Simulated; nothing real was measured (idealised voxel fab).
Process module name: voxel spacer lines
Each square cell in cross-section cut measures 5 nm, and the section as a whole is 210 nm wide.
A cross-section in this document is a grid of square cells, and it is written down as bands, the top band listed before the ones below it; a band is made up of one or more rows of cells.
Read a band's entry like this: the first values are the height of its top and the height of its bottom in nm, and what follows is the sequence of materials from left to right, each with its width in nm. Note that "air" is empty space, and that a single material marked "throughout" reaches across the band from edge to edge.
Height datum 0, below which the as-received substrate wafer is one material. Lowest band open at the bottom, running downward: "top 0, no bottom".
A width given as "30->40" starts at the first number in the band's top row and ends at the second number in its bottom row, shifting by an equal amount at every step from row to row.
Where a step carries "changes: none", the cross-section came out of it unchanged, cell for cell.
The entry titled "Fully closed voids" provides the empty spaces that have no open way to the top, restricted to those of 8 cells or more. Each is presented as width x height at distance, the distance being measured from the left edge, with all three in nm.
Anything after a step's settings on that line? It's the simulator's own note about the step.
overlay nm: how far to the right of its planned place the mask lay on this masked step (negative: to the left).
Pairs, read this way: before one process step on the one hand, after it on the other, the after cross-section ending at the lowest band that changed; the step between, settings included, beneath. Same starting wafer throughout, but possibly different runs of this module, so no pair continues from the pair above unless its entry headed "Pre-step condition" says so.

Pre-step condition
	top 0, no bottom = Si throughout
	Fully closed voids: none

Post-Step Section View
	top 5, bottom 0 = Al2O3 throughout
	below 0: unchanged
	Fully closed voids: none
Intermediate step for the cross-sections above: CONFORMAL_DEP | material Al2O3 | thk nm 5

Pre-step condition: as shown after the step in the preceding pair, directly above.

Post-Step Section View
	top 25, bottom 5 = polySi throughout
	below 5: unchanged
	Fully closed voids: none
Intermediate step for the cross-sections above: DIRECTIONAL_DEP | material polySi | thk nm 20

Pre-step condition: as shown after the step in the preceding pair, directly above.

Post-Step Section View
	top 55, bottom 25 = aC throughout
	below 25: unchanged
	Fully closed voids: none
Intermediate step for the cross-sections above: DIRECTIONAL_DEP | material aC | thk nm 30

Pre-step condition: as shown after the step in the preceding pair, directly above.

Post-Step Section View
	top 95, bottom 55 = 55 nm air / 25 nm resist / 45 nm air / 25 nm resist / 60 nm air
	below 55: unchanged
	Fully closed voids: none
Intermediate step for the cross-sections above: PATTERN | tone cover | mask id MANDREL | material resist | width nm 25 | pitch nm 70 | thk nm 40 | overlay nm 0

Pre-step condition: as shown after the step in the preceding pair, directly above.

Post-Step Section View
	top 65, bottom 55 = 55 nm air / 25 nm resist / 45 nm air / 25 nm resist / 60 nm air
	top 55, bottom 25 = 55 nm air / 25 nm aC / 45 nm air / 25 nm aC / 60 nm air
	below 25: unchanged
	Fully closed voids: none
Intermediate step for the cross-sections above: DIRECTIONAL_ETCH | etch materials aC | depth nm 30

Pre-step condition: as shown after the step in the preceding pair, directly above.

Post-Step Section View
	top 55, bottom 25 = 55 nm air / 25 nm aC / 45 nm air / 25 nm aC / 60 nm air
	below 25: unchanged
	Fully closed voids: none
Intermediate step for the cross-sections above: STRIP | etch materials resist

Pre-step condition: as shown after the step in the preceding pair, directly above.

Post-Step Section View
	top 65, bottom 55 = 45 nm air / 45 nm SiN / 25 nm air / 45 nm SiN / 50 nm air
	top 55, bottom 35 = 45 nm air / 10 nm SiN / 25 nm aC / 10 nm SiN / 25 nm air / 10 nm SiN / 25 nm aC / 10 nm SiN / 50 nm air
	top 35, bottom 25 = 55 nm SiN / 25 nm aC / 45 nm SiN / 25 nm aC / 60 nm SiN
	below 25: unchanged
	Fully closed voids: none
Intermediate step for the cross-sections above: CONFORMAL_DEP | material SiN | thk nm 10

Pre-step condition: as shown after the step in the preceding pair, directly above.

Post-Step Section View
	top 55, bottom 25 = 45 nm air / 10 nm SiN / 25 nm aC / 10 nm SiN / 25 nm air / 10 nm SiN / 25 nm aC / 10 nm SiN / 50 nm air
	below 25: unchanged
	Fully closed voids: none
Intermediate step for the cross-sections above: DIRECTIONAL_ETCH | etch materials SiN | depth nm 10

Pre-step condition: as shown after the step in the preceding pair, directly above.

Post-Step Section View
	top 55, bottom 25 = 45 nm air / 10 nm SiN / 25 nm air / 10 nm SiN / 25 nm air / 10 nm SiN / 25 nm air / 10 nm SiN / 50 nm air
	below 25: unchanged
	Fully closed voids: none
Intermediate step for the cross-sections above: STRIP | etch materials aC

Pre-step condition: as shown after the step in the preceding pair, directly above.

Post-Step Section View
	top 55, bottom 25 = 45 nm air / 10 nm SiN / 25 nm air / 10 nm SiN / 25 nm air / 10 nm SiN / 25 nm air / 10 nm SiN / 50 nm air
	top 25, bottom 5 = 45 nm air / 10 nm polySi / 25 nm air / 10 nm polySi / 25 nm air / 10 nm polySi / 25 nm air / 10 nm polySi / 50 nm air
	below 5: unchanged
	Fully closed voids: none
Intermediate step for the cross-sections above: DIRECTIONAL_ETCH | etch materials polySi | depth nm 20

Pre-step condition: as shown after the step in the preceding pair, directly above.

Post-Step Section View
	top 25, bottom 5 = 45 nm air / 10 nm polySi / 25 nm air / 10 nm polySi / 25 nm air / 10 nm polySi / 25 nm air / 10 nm polySi / 50 nm air
	below 5: unchanged
	Fully closed voids: none
Intermediate step for the cross-sections above: STRIP | etch materials SiN

Pre-step condition: as shown after the step in the preceding pair, directly above.

Post-Step Section View
	top 30, bottom 25 = SiO2 throughout
	top 25, bottom 5 = 45 nm SiO2 / 10 nm polySi / 25 nm SiO2 / 10 nm polySi / 25 nm SiO2 / 10 nm polySi / 25 nm SiO2 / 10 nm polySi / 50 nm SiO2
	below 5: unchanged
	Fully closed voids: none
Intermediate step for the cross-sections above: FILL_DEP | material SiO2 | thk nm 5

Pre-step condition: as shown after the step in the preceding pair, directly above.

Post-Step Section View
	top 25, bottom 5 = 45 nm SiO2 / 10 nm polySi / 25 nm SiO2 / 10 nm polySi / 25 nm SiO2 / 10 nm polySi / 25 nm SiO2 / 10 nm polySi / 50 nm SiO2
	below 5: unchanged
	Fully closed voids: none
Intermediate step for the cross-sections above: CMP | height nm 25

Pre-step condition
	top 0, no bottom = Si throughout
	Fully closed voids: none

Post-Step Section View
	top 20, bottom 0 = polySi throughout
	below 0: unchanged
	Fully closed voids: none
Intermediate step for the cross-sections above: DIRECTIONAL_DEP | material polySi | thk nm 20

Pre-step condition: as shown after the step in the preceding pair, directly above.

Post-Step Section View
	top 50, bottom 20 = aC throughout
	below 20: unchanged
	Fully closed voids: none
Intermediate step for the cross-sections above: DIRECTIONAL_DEP | material aC | thk nm 30

Pre-step condition: as shown after the step in the preceding pair, directly above.

Post-Step Section View
	top 90, bottom 50 = 55 nm air / 25 nm resist / 45 nm air / 25 nm resist / 60 nm air
	below 50: unchanged
	Fully closed voids: none
Intermediate step for the cross-sections above: PATTERN | tone cover | mask id MANDREL | material resist | width nm 25 | pitch nm 70 | thk nm 40 | overlay nm 0

Pre-step condition: as shown after the step in the preceding pair, directly above.

Post-Step Section View
	top 60, bottom 50 = 55 nm air / 25 nm resist / 45 nm air / 25 nm resist / 60 nm air
	top 50, bottom 20 = 55 nm air / 25 nm aC / 45 nm air / 25 nm aC / 60 nm air
	below 20: unchanged
	Fully closed voids: none
Intermediate step for the cross-sections above: DIRECTIONAL_ETCH | etch materials aC | depth nm 30

Pre-step condition: as shown after the step in the preceding pair, directly above.

Post-Step Section View
	top 50, bottom 20 = 55 nm air / 25 nm aC / 45 nm air / 25 nm aC / 60 nm air
	below 20: unchanged
	Fully closed voids: none
Intermediate step for the cross-sections above: STRIP | etch materials resist

Pre-step condition: as shown after the step in the preceding pair, directly above.

Post-Step Section View
	top 60, bottom 50 = 45 nm air / 45 nm SiN / 25 nm air / 45 nm SiN / 50 nm air
	top 50, bottom 30 = 45 nm air / 10 nm SiN / 25 nm aC / 10 nm SiN / 25 nm air / 10 nm SiN / 25 nm aC / 10 nm SiN / 50 nm air
	top 30, bottom 20 = 55 nm SiN / 25 nm aC / 45 nm SiN / 25 nm aC / 60 nm SiN
	below 20: unchanged
	Fully closed voids: none
Intermediate step for the cross-sections above: CONFORMAL_DEP | material SiN | thk nm 10

Pre-step condition: as shown after the step in the preceding pair, directly above.

Post-Step Section View
	top 50, bottom 20 = 45 nm air / 10 nm SiN / 25 nm aC / 10 nm SiN / 25 nm air / 10 nm SiN / 25 nm aC / 10 nm SiN / 50 nm air
	below 20: unchanged
	Fully closed voids: none
Intermediate step for the cross-sections above: DIRECTIONAL_ETCH | etch materials SiN | depth nm 10

Pre-step condition: as shown after the step in the preceding pair, directly above.

Post-Step Section View
	top 50, bottom 20 = 45 nm air / 10 nm SiN / 25 nm air / 10 nm SiN / 25 nm air / 10 nm SiN / 25 nm air / 10 nm SiN / 50 nm air
	below 20: unchanged
	Fully closed voids: none
Intermediate step for the cross-sections above: STRIP | etch materials aC

Pre-step condition: as shown after the step in the preceding pair, directly above.

Post-Step Section View
	top 50, bottom 20 = 45 nm air / 10 nm SiN / 25 nm air / 10 nm SiN / 25 nm air / 10 nm SiN / 25 nm air / 10 nm SiN / 50 nm air
	top 20, bottom 0 = 45 nm air / 10 nm polySi / 25 nm air / 10 nm polySi / 25 nm air / 10 nm polySi / 25 nm air / 10 nm polySi / 50 nm air
	below 0: unchanged
	Fully closed voids: none
Intermediate step for the cross-sections above: DIRECTIONAL_ETCH | etch materials polySi | depth nm 20

Pre-step condition: as shown after the step in the preceding pair, directly above.

Post-Step Section View
	top 20, bottom 0 = 45 nm air / 10 nm polySi / 25 nm air / 10 nm polySi / 25 nm air / 10 nm polySi / 25 nm air / 10 nm polySi / 50 nm air
	below 0: unchanged
	Fully closed voids: none
Intermediate step for the cross-sections above: STRIP | etch materials SiN

Pre-step condition: as shown after the step in the preceding pair, directly above.

Post-Step Section View
	top 25, bottom 20 = SiO2 throughout
	top 20, bottom 0 = 45 nm SiO2 / 10 nm polySi / 25 nm SiO2 / 10 nm polySi / 25 nm SiO2 / 10 nm polySi / 25 nm SiO2 / 10 nm polySi / 50 nm SiO2
	below 0: unchanged
	Fully closed voids: none
Intermediate step for the cross-sections above: FILL_DEP | material SiO2 | thk nm 5

Pre-step condition
	top 20, bottom 0 = polySi throughout
	top 0, no bottom = Si throughout
	Fully closed voids: none

Post-Step Section View
	top 25, bottom 20 = Al2O3 throughout
	below 20: unchanged
	Fully closed voids: none
Intermediate step for the cross-sections above: CONFORMAL_DEP | material Al2O3 | thk nm 5

Pre-step condition: as shown after the step in the preceding pair, directly above.

Post-Step Section View
	top 55, bottom 25 = aC throughout
	below 25: unchanged
	Fully closed voids: none
Intermediate step for the cross-sections above: DIRECTIONAL_DEP | material aC | thk nm 30

Pre-step condition: as shown after the step in the preceding pair, directly above.

Post-Step Section View
	top 95, bottom 55 = 55 nm air / 25 nm resist / 45 nm air / 25 nm resist / 60 nm air
	below 55: unchanged
	Fully closed voids: none
Intermediate step for the cross-sections above: PATTERN | tone cover | mask id MANDREL | material resist | width nm 25 | pitch nm 70 | thk nm 40 | overlay nm 0

Pre-step condition: as shown after the step in the preceding pair, directly above.

Post-Step Section View
	top 65, bottom 55 = 55 nm air / 25 nm resist / 45 nm air / 25 nm resist / 60 nm air
	top 55, bottom 25 = 55 nm air / 25 nm aC / 45 nm air / 25 nm aC / 60 nm air
	below 25: unchanged
	Fully closed voids: none
Intermediate step for the cross-sections above: DIRECTIONAL_ETCH | etch materials aC | depth nm 30

Pre-step condition: as shown after the step in the preceding pair, directly above.

Post-Step Section View
	top 55, bottom 25 = 55 nm air / 25 nm aC / 45 nm air / 25 nm aC / 60 nm air
	below 25: unchanged
	Fully closed voids: none
Intermediate step for the cross-sections above: STRIP | etch materials resist

Pre-step condition: as shown after the step in the preceding pair, directly above.

Post-Step Section View
	top 65, bottom 55 = 45 nm air / 45 nm SiN / 25 nm air / 45 nm SiN / 50 nm air
	top 55, bottom 35 = 45 nm air / 10 nm SiN / 25 nm aC / 10 nm SiN / 25 nm air / 10 nm SiN / 25 nm aC / 10 nm SiN / 50 nm air
	top 35, bottom 25 = 55 nm SiN / 25 nm aC / 45 nm SiN / 25 nm aC / 60 nm SiN
	below 25: unchanged
	Fully closed voids: none
Intermediate step for the cross-sections above: CONFORMAL_DEP | material SiN | thk nm 10

Pre-step condition: as shown after the step in the preceding pair, directly above.

Post-Step Section View
	top 55, bottom 25 = 45 nm air / 10 nm SiN / 25 nm aC / 10 nm SiN / 25 nm air / 10 nm SiN / 25 nm aC / 10 nm SiN / 50 nm air
	below 25: unchanged
	Fully closed voids: none
Intermediate step for the cross-sections above: DIRECTIONAL_ETCH | etch materials SiN | depth nm 10

Pre-step condition: as shown after the step in the preceding pair, directly above.

Post-Step Section View
	top 55, bottom 25 = 45 nm air / 10 nm SiN / 25 nm air / 10 nm SiN / 25 nm air / 10 nm SiN / 25 nm air / 10 nm SiN / 50 nm air
	below 25: unchanged
	Fully closed voids: none
Intermediate step for the cross-sections above: STRIP | etch materials aC

Pre-step condition: as shown after the step in the preceding pair, directly above.

Post-Step Section View
	top 25, bottom 20 = Al2O3 throughout
	below 20: unchanged
	Fully closed voids: none
Intermediate step for the cross-sections above: STRIP | etch materials SiN

Pre-step condition: as shown after the step in the preceding pair, directly above.

Post-Step Section View
	top 30, bottom 25 = SiO2 throughout
	below 25: unchanged
	Fully closed voids: none
Intermediate step for the cross-sections above: FILL_DEP | material SiO2 | thk nm 5

Pre-step condition: as shown after the step in the preceding pair, directly above.

Post-Step Section View
	top 25, bottom 20 = Al2O3 throughout
	below 20: unchanged
	Fully closed voids: none
Intermediate step for the cross-sections above: CMP | height nm 25

Pre-step condition
	top 55, bottom 25 = 55 nm air / 25 nm aC / 45 nm air / 25 nm aC / 60 nm air
	top 25, bottom 5 = polySi throughout
	top 5, bottom 0 = Al2O3 throughout
	top 0, no bottom = Si throughout
	Fully closed voids: none

Post-Step Section View
	top 60, bottom 55 = 50 nm air / 35 nm SiN / 35 nm air / 35 nm SiN / 55 nm air
	top 55, bottom 30 = 50 nm air / 5 nm SiN / 25 nm aC / 5 nm SiN / 35 nm air / 5 nm SiN / 25 nm aC / 5 nm SiN / 55 nm air
	top 30, bottom 25 = 55 nm SiN / 25 nm aC / 45 nm SiN / 25 nm aC / 60 nm SiN
	below 25: unchanged
	Fully closed voids: none
Intermediate step for the cross-sections above: CONFORMAL_DEP | material SiN | thk nm 5

Pre-step condition: as shown after the step in the preceding pair, directly above.

Post-Step Section View
	top 55, bottom 50 = 55 nm air / 25 nm aC / 45 nm air / 25 nm aC / 60 nm air
	top 50, bottom 25 = 50 nm air / 5 nm SiN / 25 nm aC / 5 nm SiN / 35 nm air / 5 nm SiN / 25 nm aC / 5 nm SiN / 55 nm air
	below 25: unchanged
	Fully closed voids: none
Intermediate step for the cross-sections above: DIRECTIONAL_ETCH | etch materials SiN | depth nm 10

Pre-step condition: as shown after the step in the preceding pair, directly above.

Post-Step Section View
	top 50, bottom 25 = 50 nm air / 5 nm SiN / 25 nm air / 5 nm SiN / 35 nm air / 5 nm SiN / 25 nm air / 5 nm SiN / 55 nm air
	below 25: unchanged
	Fully closed voids: none
Intermediate step for the cross-sections above: STRIP | etch materials aC

Pre-step condition: as shown after the step in the preceding pair, directly above.

Post-Step Section View
	top 50, bottom 25 = 50 nm air / 5 nm SiN / 25 nm air / 5 nm SiN / 35 nm air / 5 nm SiN / 25 nm air / 5 nm SiN / 55 nm air
	top 25, bottom 5 = 50 nm air / 5 nm polySi / 25 nm air / 5 nm polySi / 35 nm air / 5 nm polySi / 25 nm air / 5 nm polySi / 55 nm air
	below 5: unchanged
	Fully closed voids: none
Intermediate step for the cross-sections above: DIRECTIONAL_ETCH | etch materials polySi | depth nm 20

Pre-step condition: as shown after the step in the preceding pair, directly above.

Post-Step Section View
	top 25, bottom 5 = 50 nm air / 5 nm polySi / 25 nm air / 5 nm polySi / 35 nm air / 5 nm polySi / 25 nm air / 5 nm polySi / 55 nm air
	below 5: unchanged
	Fully closed voids: none
Intermediate step for the cross-sections above: STRIP | etch materials SiN

Pre-step condition: as shown after the step in the preceding pair, directly above.

Post-Step Section View
	top 30, bottom 25 = SiO2 throughout
	top 25, bottom 5 = 50 nm SiO2 / 5 nm polySi / 25 nm SiO2 / 5 nm polySi / 35 nm SiO2 / 5 nm polySi / 25 nm SiO2 / 5 nm polySi / 55 nm SiO2
	below 5: unchanged
	Fully closed voids: none
Intermediate step for the cross-sections above: FILL_DEP | material SiO2 | thk nm 5

Pre-step condition: as shown after the step in the preceding pair, directly above.

Post-Step Section View
	top 25, bottom 5 = 50 nm SiO2 / 5 nm polySi / 25 nm SiO2 / 5 nm polySi / 35 nm SiO2 / 5 nm polySi / 25 nm SiO2 / 5 nm polySi / 55 nm SiO2
	below 5: unchanged
	Fully closed voids: none
Intermediate step for the cross-sections above: CMP | height nm 25

Pre-step condition
	top 55, bottom 25 = aC throughout
	top 25, bottom 5 = polySi throughout
	top 5, bottom 0 = Al2O3 throughout
	top 0, no bottom = Si throughout
	Fully closed voids: none

Post-Step Section View
	top 95, bottom 55 = 60 nm air / 15 nm resist / 55 nm air / 15 nm resist / 65 nm air
	below 55: unchanged
	Fully closed voids: none
Intermediate step for the cross-sections above: PATTERN | tone cover | mask id MANDREL | material resist | width nm 15 | pitch nm 70 | thk nm 40 | overlay nm 0

Pre-step condition: as shown after the step in the preceding pair, directly above.

Post-Step Section View
	top 65, bottom 55 = 60 nm air / 15 nm resist / 55 nm air / 15 nm resist / 65 nm air
	top 55, bottom 25 = 60 nm air / 15 nm aC / 55 nm air / 15 nm aC / 65 nm air
	below 25: unchanged
	Fully closed voids: none
Intermediate step for the cross-sections above: DIRECTIONAL_ETCH | etch materials aC | depth nm 30

Pre-step condition: as shown after the step in the preceding pair, directly above.

Post-Step Section View
	top 55, bottom 25 = 60 nm air / 15 nm aC / 55 nm air / 15 nm aC / 65 nm air
	below 25: unchanged
	Fully closed voids: none
Intermediate step for the cross-sections above: STRIP | etch materials resist

Pre-step condition: as shown after the step in the preceding pair, directly above.

Post-Step Section View
	top 65, bottom 55 = 50 nm air / 35 nm SiN / 35 nm air / 35 nm SiN / 55 nm air
	top 55, bottom 35 = 50 nm air / 10 nm SiN / 15 nm aC / 10 nm SiN / 35 nm air / 10 nm SiN / 15 nm aC / 10 nm SiN / 55 nm air
	top 35, bottom 25 = 60 nm SiN / 15 nm aC / 55 nm SiN / 15 nm aC / 65 nm SiN
	below 25: unchanged
	Fully closed voids: none
Intermediate step for the cross-sections above: CONFORMAL_DEP | material SiN | thk nm 10

Pre-step condition: as shown after the step in the preceding pair, directly above.

Post-Step Section View
	top 55, bottom 25 = 50 nm air / 10 nm SiN / 15 nm aC / 10 nm SiN / 35 nm air / 10 nm SiN / 15 nm aC / 10 nm SiN / 55 nm air
	below 25: unchanged
	Fully closed voids: none
Intermediate step for the cross-sections above: DIRECTIONAL_ETCH | etch materials SiN | depth nm 10

Pre-step condition: as shown after the step in the preceding pair, directly above.

Post-Step Section View
	top 55, bottom 25 = 50 nm air / 10 nm SiN / 15 nm air / 10 nm SiN / 35 nm air / 10 nm SiN / 15 nm air / 10 nm SiN / 55 nm air
	below 25: unchanged
	Fully closed voids: none
Intermediate step for the cross-sections above: STRIP | etch materials aC

Pre-step condition: as shown after the step in the preceding pair, directly above.

Post-Step Section View
	top 55, bottom 25 = 50 nm air / 10 nm SiN / 15 nm air / 10 nm SiN / 35 nm air / 10 nm SiN / 15 nm air / 10 nm SiN / 55 nm air
	top 25, bottom 5 = 50 nm air / 10 nm polySi / 15 nm air / 10 nm polySi / 35 nm air / 10 nm polySi / 15 nm air / 10 nm polySi / 55 nm air
	below 5: unchanged
	Fully closed voids: none
Intermediate step for the cross-sections above: DIRECTIONAL_ETCH | etch materials polySi | depth nm 20

Pre-step condition: as shown after the step in the preceding pair, directly above.

Post-Step Section View
	top 25, bottom 5 = 50 nm air / 10 nm polySi / 15 nm air / 10 nm polySi / 35 nm air / 10 nm polySi / 15 nm air / 10 nm polySi / 55 nm air
	below 5: unchanged
	Fully closed voids: none
Intermediate step for the cross-sections above: STRIP | etch materials SiN

Pre-step condition: as shown after the step in the preceding pair, directly above.

Post-Step Section View
	top 30, bottom 25 = SiO2 throughout
	top 25, bottom 5 = 50 nm SiO2 / 10 nm polySi / 15 nm SiO2 / 10 nm polySi / 35 nm SiO2 / 10 nm polySi / 15 nm SiO2 / 10 nm polySi / 55 nm SiO2
	below 5: unchanged
	Fully closed voids: none
Intermediate step for the cross-sections above: FILL_DEP | material SiO2 | thk nm 5

Pre-step condition: as shown after the step in the preceding pair, directly above.

Post-Step Section View
	top 25, bottom 5 = 50 nm SiO2 / 10 nm polySi / 15 nm SiO2 / 10 nm polySi / 35 nm SiO2 / 10 nm polySi / 15 nm SiO2 / 10 nm polySi / 55 nm SiO2
	below 5: unchanged
	Fully closed voids: none
Intermediate step for the cross-sections above: CMP | height nm 25

Pre-step condition
	top 55, bottom 25 = aC throughout
	top 25, bottom 5 = polySi throughout
	top 5, bottom 0 = Al2O3 throughout
	top 0, no bottom = Si throughout
	Fully closed voids: none

Post-Step Section View
	top 95, bottom 55 = 65 nm air / 25 nm resist / 45 nm air / 25 nm resist / 50 nm air
	below 55: unchanged
	Fully closed voids: none
Intermediate step for the cross-sections above: PATTERN | tone cover | mask id MANDREL | material resist | width nm 25 | pitch nm 70 | thk nm 40 | overlay nm 10

Pre-step condition: as shown after the step in the preceding pair, directly above.

Post-Step Section View
	top 65, bottom 55 = 65 nm air / 25 nm resist / 45 nm air / 25 nm resist / 50 nm air
	top 55, bottom 25 = 65 nm air / 25 nm aC / 45 nm air / 25 nm aC / 50 nm air
	below 25: unchanged
	Fully closed voids: none
Intermediate step for the cross-sections above: DIRECTIONAL_ETCH | etch materials aC | depth nm 30

Pre-step condition: as shown after the step in the preceding pair, directly above.

Post-Step Section View
	top 55, bottom 25 = 65 nm air / 25 nm aC / 45 nm air / 25 nm aC / 50 nm air
	below 25: unchanged
	Fully closed voids: none
Intermediate step for the cross-sections above: STRIP | etch materials resist

Pre-step condition: as shown after the step in the preceding pair, directly above.

Post-Step Section View
	top 65, bottom 55 = 55 nm air / 45 nm SiN / 25 nm air / 45 nm SiN / 40 nm air
	top 55, bottom 35 = 55 nm air / 10 nm SiN / 25 nm aC / 10 nm SiN / 25 nm air / 10 nm SiN / 25 nm aC / 10 nm SiN / 40 nm air
	top 35, bottom 25 = 65 nm SiN / 25 nm aC / 45 nm SiN / 25 nm aC / 50 nm SiN
	below 25: unchanged
	Fully closed voids: none
Intermediate step for the cross-sections above: CONFORMAL_DEP | material SiN | thk nm 10

Pre-step condition: as shown after the step in the preceding pair, directly above.

Post-Step Section View
	top 55, bottom 25 = 55 nm air / 10 nm SiN / 25 nm aC / 10 nm SiN / 25 nm air / 10 nm SiN / 25 nm aC / 10 nm SiN / 40 nm air
	below 25: unchanged
	Fully closed voids: none
Intermediate step for the cross-sections above: DIRECTIONAL_ETCH | etch materials SiN | depth nm 10

Pre-step condition: as shown after the step in the preceding pair, directly above.

Post-Step Section View
	top 55, bottom 25 = 55 nm air / 10 nm SiN / 25 nm air / 10 nm SiN / 25 nm air / 10 nm SiN / 25 nm air / 10 nm SiN / 40 nm air
	below 25: unchanged
	Fully closed voids: none
Intermediate step for the cross-sections above: STRIP | etch materials aC

Pre-step condition: as shown after the step in the preceding pair, directly above.

Post-Step Section View
	top 55, bottom 25 = 55 nm air / 10 nm SiN / 25 nm air / 10 nm SiN / 25 nm air / 10 nm SiN / 25 nm air / 10 nm SiN / 40 nm air
	top 25, bottom 5 = 55 nm air / 10 nm polySi / 25 nm air / 10 nm polySi / 25 nm air / 10 nm polySi / 25 nm air / 10 nm polySi / 40 nm air
	below 5: unchanged
	Fully closed voids: none
Intermediate step for the cross-sections above: DIRECTIONAL_ETCH | etch materials polySi | depth nm 20

Pre-step condition: as shown after the step in the preceding pair, directly above.

Post-Step Section View
	top 25, bottom 5 = 55 nm air / 10 nm polySi / 25 nm air / 10 nm polySi / 25 nm air / 10 nm polySi / 25 nm air / 10 nm polySi / 40 nm air
	below 5: unchanged
	Fully closed voids: none
Intermediate step for the cross-sections above: STRIP | etch materials SiN

Pre-step condition: as shown after the step in the preceding pair, directly above.

Post-Step Section View
	top 30, bottom 25 = SiO2 throughout
	top 25, bottom 5 = 55 nm SiO2 / 10 nm polySi / 25 nm SiO2 / 10 nm polySi / 25 nm SiO2 / 10 nm polySi / 25 nm SiO2 / 10 nm polySi / 40 nm SiO2
	below 5: unchanged
	Fully closed voids: none
Intermediate step for the cross-sections above: FILL_DEP | material SiO2 | thk nm 5

Pre-step condition: as shown after the step in the preceding pair, directly above.

Post-Step Section View
	top 25, bottom 5 = 55 nm SiO2 / 10 nm polySi / 25 nm SiO2 / 10 nm polySi / 25 nm SiO2 / 10 nm polySi / 25 nm SiO2 / 10 nm polySi / 40 nm SiO2
	below 5: unchanged
	Fully closed voids: none
Intermediate step for the cross-sections above: CMP | height nm 25

Pre-step condition
	top 0, no bottom = Si throughout
	Fully closed voids: none

Post-Step Section View
	top 5, bottom 0 = polySi throughout
	below 0: unchanged
	Fully closed voids: none
Intermediate step for the cross-sections above: CONFORMAL_DEP | material polySi | thk nm 5

Pre-step condition: as shown after the step in the preceding pair, directly above.

Post-Step Section View
	top 25, bottom 0 = polySi throughout
	below 0: unchanged
	Fully closed voids: none
Intermediate step for the cross-sections above: DIRECTIONAL_DEP | material polySi | thk nm 20

Pre-step condition: as shown after the step in the preceding pair, directly above.

Post-Step Section View
	top 55, bottom 25 = aC throughout
	below 25: unchanged
	Fully closed voids: none
Intermediate step for the cross-sections above: DIRECTIONAL_DEP | material aC | thk nm 30

Pre-step condition: as shown after the step in the preceding pair, directly above.

Post-Step Section View
	top 95, bottom 55 = 55 nm air / 25 nm resist / 45 nm air / 25 nm resist / 60 nm air
	below 55: unchanged
	Fully closed voids: none
Intermediate step for the cross-sections above: PATTERN | tone cover | mask id MANDREL | material resist | width nm 25 | pitch nm 70 | thk nm 40 | overlay nm 0

Pre-step condition: as shown after the step in the preceding pair, directly above.

Post-Step Section View
	top 65, bottom 55 = 55 nm air / 25 nm resist / 45 nm air / 25 nm resist / 60 nm air
	top 55, bottom 25 = 55 nm air / 25 nm aC / 45 nm air / 25 nm aC / 60 nm air
	below 25: unchanged
	Fully closed voids: none
Intermediate step for the cross-sections above: DIRECTIONAL_ETCH | etch materials aC | depth nm 30

Pre-step condition: as shown after the step in the preceding pair, directly above.

Post-Step Section View
	top 55, bottom 25 = 55 nm air / 25 nm aC / 45 nm air / 25 nm aC / 60 nm air
	below 25: unchanged
	Fully closed voids: none
Intermediate step for the cross-sections above: STRIP | etch materials resist

Pre-step condition: as shown after the step in the preceding pair, directly above.

Post-Step Section View
	top 65, bottom 55 = 45 nm air / 45 nm SiN / 25 nm air / 45 nm SiN / 50 nm air
	top 55, bottom 35 = 45 nm air / 10 nm SiN / 25 nm aC / 10 nm SiN / 25 nm air / 10 nm SiN / 25 nm aC / 10 nm SiN / 50 nm air
	top 35, bottom 25 = 55 nm SiN / 25 nm aC / 45 nm SiN / 25 nm aC / 60 nm SiN
	below 25: unchanged
	Fully closed voids: none
Intermediate step for the cross-sections above: CONFORMAL_DEP | material SiN | thk nm 10

Pre-step condition: as shown after the step in the preceding pair, directly above.

Post-Step Section View
	top 55, bottom 25 = 45 nm air / 10 nm SiN / 25 nm aC / 10 nm SiN / 25 nm air / 10 nm SiN / 25 nm aC / 10 nm SiN / 50 nm air
	below 25: unchanged
	Fully closed voids: none
Intermediate step for the cross-sections above: DIRECTIONAL_ETCH | etch materials SiN | depth nm 10

Pre-step condition: as shown after the step in the preceding pair, directly above.

Post-Step Section View
	top 55, bottom 25 = 45 nm air / 10 nm SiN / 25 nm air / 10 nm SiN / 25 nm air / 10 nm SiN / 25 nm air / 10 nm SiN / 50 nm air
	below 25: unchanged
	Fully closed voids: none
Intermediate step for the cross-sections above: STRIP | etch materials aC

Pre-step condition: as shown after the step in the preceding pair, directly above.

Post-Step Section View
	top 55, bottom 25 = 45 nm air / 10 nm SiN / 25 nm air / 10 nm SiN / 25 nm air / 10 nm SiN / 25 nm air / 10 nm SiN / 50 nm air
	top 25, bottom 5 = 45 nm air / 10 nm polySi / 25 nm air / 10 nm polySi / 25 nm air / 10 nm polySi / 25 nm air / 10 nm polySi / 50 nm air
	below 5: unchanged
	Fully closed voids: none
Intermediate step for the cross-sections above: DIRECTIONAL_ETCH | etch materials polySi | depth nm 20

Pre-step condition: as shown after the step in the preceding pair, directly above.

Post-Step Section View
	top 25, bottom 5 = 45 nm air / 10 nm polySi / 25 nm air / 10 nm polySi / 25 nm air / 10 nm polySi / 25 nm air / 10 nm polySi / 50 nm air
	below 5: unchanged
	Fully closed voids: none
Intermediate step for the cross-sections above: STRIP | etch materials SiN

Pre-step condition: as shown after the step in the preceding pair, directly above.

Post-Step Section View
	top 30, bottom 25 = SiO2 throughout
	top 25, bottom 5 = 45 nm SiO2 / 10 nm polySi / 25 nm SiO2 / 10 nm polySi / 25 nm SiO2 / 10 nm polySi / 25 nm SiO2 / 10 nm polySi / 50 nm SiO2
	below 5: unchanged
	Fully closed voids: none
Intermediate step for the cross-sections above: FILL_DEP | material SiO2 | thk nm 5

Pre-step condition: as shown after the step in the preceding pair, directly above.

Post-Step Section View
	top 25, bottom 5 = 45 nm SiO2 / 10 nm polySi / 25 nm SiO2 / 10 nm polySi / 25 nm SiO2 / 10 nm polySi / 25 nm SiO2 / 10 nm polySi / 50 nm SiO2
	below 5: unchanged
	Fully closed voids: none
Intermediate step for the cross-sections above: CMP | height nm 25

Pre-step condition
	top 55, bottom 25 = aC throughout
	top 25, bottom 5 = polySi throughout
	top 5, bottom 0 = Al2O3 throughout
	top 0, no bottom = Si throughout
	Fully closed voids: none

Post-Step Section View
	top 95, bottom 55 = 55 nm resist / 25 nm air / 45 nm resist / 25 nm air / 60 nm resist
	below 55: unchanged
	Fully closed voids: none
Intermediate step for the cross-sections above: PATTERN | tone open | mask id MANDREL | material resist | width nm 25 | pitch nm 70 | thk nm 40 | overlay nm 0
